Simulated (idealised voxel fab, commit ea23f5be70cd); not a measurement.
Process module heading - voxel plated lines
The cross-section on display is named cut; it measures 265 nm wide, and its cells are 5 nm squares.
How to read a cross-section here: the picture is a grid of square cells, written as bands going from the top down, and any band can span one or more rows of cells. The band entry comprises the height of the band's top followed by the height of its bottom, expressed in nm, and subsequently the band's materials from left to right, each stated together with its width in nm. Where a single material is marked with the word "all across", that material fills the band from edge to edge. The word "empty" represents empty space. Heights from 0 (as-received wafer is one material below). Bottom band endless downward, as "0 nm and below". You'd read "30 to 40" like this: the band's top row of cells is as wide as the first number, its bottom row is as wide as the second, and going down, every row changes width by the same amount as the row before did. Key: "everything unchanged" - step with no changed cell in the cross-section. Reported under the label "Voids, enclosed" are the empty spaces having no open way to the top and comprising 8 cells or more; the notation for each is width x height at distance, in which the distance is measured from the left edge and all three values are in nm. Anything after a step's settings on that line? It's the simulator's own note about the step. "overlay nm" on a masked step: distance the mask lay right of its planned place, negative for left.

List of planned process steps
1,RECEIVE: material Si
2,CONFORMAL_DEP: material SiO2, thk nm 5
3,DIRECTIONAL_DEP: material TiN, thk nm 5
4,PATTERN: tone open, mask id LINES, material resist, width nm 15, pitch nm 40, thk nm 25, overlay nm -15
5,EPI: material Ru, thk nm 5
6,EPI: material Ru, thk nm 5
7,STRIP: etch materials resist
8,DIRECTIONAL_ETCH: etch materials TiN, depth nm 5
9,CONFORMAL_DEP: material SiCN, thk nm 10
The plan shows the overlay nm of step 4 as the first wafer had it; this setting differs between the wafers, which start out alike.

So this is the first of several wafers, cross-sectioned as it came to us, meaning it's at the end of step 1
- 0 nm and below | Si all across
- Voids, enclosed: none

Module finished, last step 9 done: cross-section of the first of several wafers
- 30 nm to 20 nm | empty 80 / SiCN 35 / empty 5 / SiCN 35 / empty 110
- 20 nm to 15 nm | empty 80 / SiCN 10 / Ru 15 / SiCN 10 / empty 5 / SiCN 10 / Ru 15 / SiCN 10 / empty 110
- 15 nm to 10 nm | SiCN 90 / Ru 15 / SiCN 25 / Ru 15 / SiCN 120
- 10 nm to 5 nm | SiCN 90 / TiN 15 / SiCN 25 / TiN 15 / SiCN 120
- 5 nm to 0 nm | SiO2 all across
- 0 nm and below | Si all across
- Voids, enclosed: none

Of the several wafers, the last: cross-section at the end of the module
- 30 nm to 20 nm | empty 110 / SiCN 35 / empty 5 / SiCN 35 / empty 80
- 20 nm to 15 nm | empty 110 / SiCN 10 / Ru 15 / SiCN 10 / empty 5 / SiCN 10 / Ru 15 / SiCN 10 / empty 80
- 15 nm to 10 nm | SiCN 120 / Ru 15 / SiCN 25 / Ru 15 / SiCN 90
- 10 nm to 5 nm | SiCN 120 / TiN 15 / SiCN 25 / TiN 15 / SiCN 90
- 5 nm to 0 nm | SiO2 all across
- 0 nm and below | Si all across
- Voids, enclosed: none

each wafer at the end: cells of each material gained (+) or lost (-) since it was received, then its closed voids
overlay nm -15, +12 Ru, +130 SiCN, +53 SiO2, +6 TiN, Voids, enclosed: none
overlay nm -10, +12 Ru, +130 SiCN, +53 SiO2, +6 TiN, Voids, enclosed: none
overlay nm -5, +12 Ru, +130 SiCN, +53 SiO2, +6 TiN, Voids, enclosed: none
overlay nm 0, +12 Ru, +130 SiCN, +53 SiO2, +6 TiN, Voids, enclosed: none
overlay nm 5, +12 Ru, +130 SiCN, +53 SiO2, +6 TiN, Voids, enclosed: none
overlay nm 10, +12 Ru, +130 SiCN, +53 SiO2, +6 TiN, Voids, enclosed: none
overlay nm 15, +12 Ru, +130 SiCN, +53 SiO2, +6 TiN, Voids, enclosed: none
